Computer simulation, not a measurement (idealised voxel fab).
process module | voxel plated lines
cross-section cut | 180 nm wide | cells 5 nm
A cross-section is a grid of square cells, given in bands from the top down. A band is one or more rows of cells.
Each band's line starts with the height of the band's top and of its bottom, in nm. Then come its materials from left to right, each with its width in nm. One material with "throughout" fills the band from edge to edge. "air" is empty space.
Height 0 is the level under which the wafer as received is all one material. The lowest band goes on downwards, as in "0 down".
A width such as "30 to 40" changes by the same amount from each row of cells to the next, from the band's top row to its bottom row.
"no change" after a step means that no cell of the cross-section changed.
closed voids: empty space of 8 cells or more with no open way to the top, each as width x height at its distance from the left edge, in nm
after a step's settings: what the simulator itself notes on the step
overlay nm, on a step with a mask: how far to the right of its planned place the mask lay; to the left if negative
plan
1 op RECEIVE | material Si
2 op CONFORMAL_DEP | material Al2O3 | thk nm 15
3 op DIRECTIONAL_DEP | material TiN | thk nm 5
4 op PATTERN | tone open | mask id LINES | material resist | width nm 15 | pitch nm 35 | thk nm 25 | overlay nm 0
5 op EPI | material Ru | thk nm 10
6 op EPI | material Ru | thk nm 10
7 op STRIP | etch materials resist
8 op DIRECTIONAL_ETCH | etch materials TiN | depth nm 5
9 op CONFORMAL_DEP | material SiO2 | thk nm 10
as received, after step 1
  0 down: Si throughout
  closed voids: none
a wafer at the end: this start, this plan, one mistake
  60 to 50: air 50 | SiO2 80 | air 50
  50 to 40: air 50 | SiO2 10 to 15 | Ru 25 to 15 | SiO2 10 to 20 | Ru 25 to 15 | SiO2 10 to 15 | air 50
  40 to 30: air 50 to 55 | SiO2 15 to 10 | Ru 15 | SiO2 5 | air 10 | SiO2 5 | Ru 15 | SiO2 15 to 10 | air 50 to 55
  30 to 25: air 50 | SiO2 15 | Ru 15 | SiO2 5 | air 10 | SiO2 5 | Ru 15 | SiO2 15 | air 50
  25 to 20: SiO2 65 | Ru 15 | SiO2 20 | Ru 15 | SiO2 65
  20 to 15: SiO2 60 | TiN 25 | SiO2 10 | TiN 25 | SiO2 60
  15 to 0: Al2O3 throughout
  0 down: Si throughout
  closed voids: none
what went wrong: one of the steps 5 and 6, which are alike, was run twice
